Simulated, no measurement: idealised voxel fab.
The document below concerns the process module designated voxel spacer lines.
The width of the displayed cross-section, cut, is 265 nm; its cells are square, with a size of 5 nm.
If you're reading a cross-section in this doc, picture square cells in a grid; it comes to you as bands, top ones listed first down to the bottom, and a band can be one or more rows of cells. What a band's entry tells you: where the top is and where the bottom is, as heights in nm, and after that what lies inside, material by material from left to right, each with its width in nm. Empty space is written as the word "air", and a single material marked with the word "everywhere" occupies the band from edge to edge. Where do heights start? At 0: under that level the wafer as delivered is made of one material only. And the lowest band has no floor; it just carries on downward, as in "top 0, no bottom". Quick explanation for "30 to 40": the width changes in equal steps down the rows of cells, from the first number in the band's top row to the second number in its bottom row. "remains unaltered" for a step: no cell of the cross-section changed in that step. Any empty space of 8 cells or more lacking an open way to the top shows up in "Enclosed void catalog" as width x height at distance, distance from the left edge, in nm. Note: text after step settings on the step line = simulator remark on that step. Steps that use a mask can have "overlay nm" on their line. It says how far the mask sat to the right of where it was meant to be. Negative means to the left.

LIST OF PLANNED PROCESS STEPS
1 RECEIVE,material Si
2 CONFORMAL_DEP,material SiO2,thk nm 5
3 DIRECTIONAL_DEP,material TiN,thk nm 20
4 DIRECTIONAL_DEP,material polySi,thk nm 25
5 PATTERN,tone cover,mask id MANDREL,material resist,width nm 15,pitch nm 60,thk nm 35,overlay nm 0
6 DIRECTIONAL_ETCH,etch materials polySi,depth nm 25
7 STRIP,etch materials resist
8 CONFORMAL_DEP,material SiN,thk nm 15
9 DIRECTIONAL_ETCH,etch materials SiN,depth nm 15
10 STRIP,etch materials polySi
11 DIRECTIONAL_ETCH,etch materials TiN,depth nm 20
12 STRIP,etch materials SiN
For clarity, it should be stated that the wafers under discussion commence in an identical condition and differ with respect to the width nm of step 5, the plan indicating the value that the first wafer had.

FIRST OF SEVERAL WAFERS (AS RECEIVED, POST STEP 1), CROSS-SECTIONAL VIEW
  top 0, no bottom | Si everywhere
  Enclosed void catalog: none

QUICK KEY FOR THE TABLE: A ROW PER WAFER, TAKEN AT THE END OF THE MODULE. FOR EACH MATERIAL IT TELLS YOU HOW MANY CELLS THE WAFER GAINED (+) OR LOST (-) SINCE IT CAME IN, AND THE CLOSED VOIDS COME AFTER
width nm 15, +53 SiO2, +48 TiN, Enclosed void catalog: none
width nm 20, +53 SiO2, +48 TiN, Enclosed void catalog: none
width nm 25, +53 SiO2, +48 TiN, Enclosed void catalog: none
width nm 30, +53 SiO2, +48 TiN, Enclosed void catalog: none
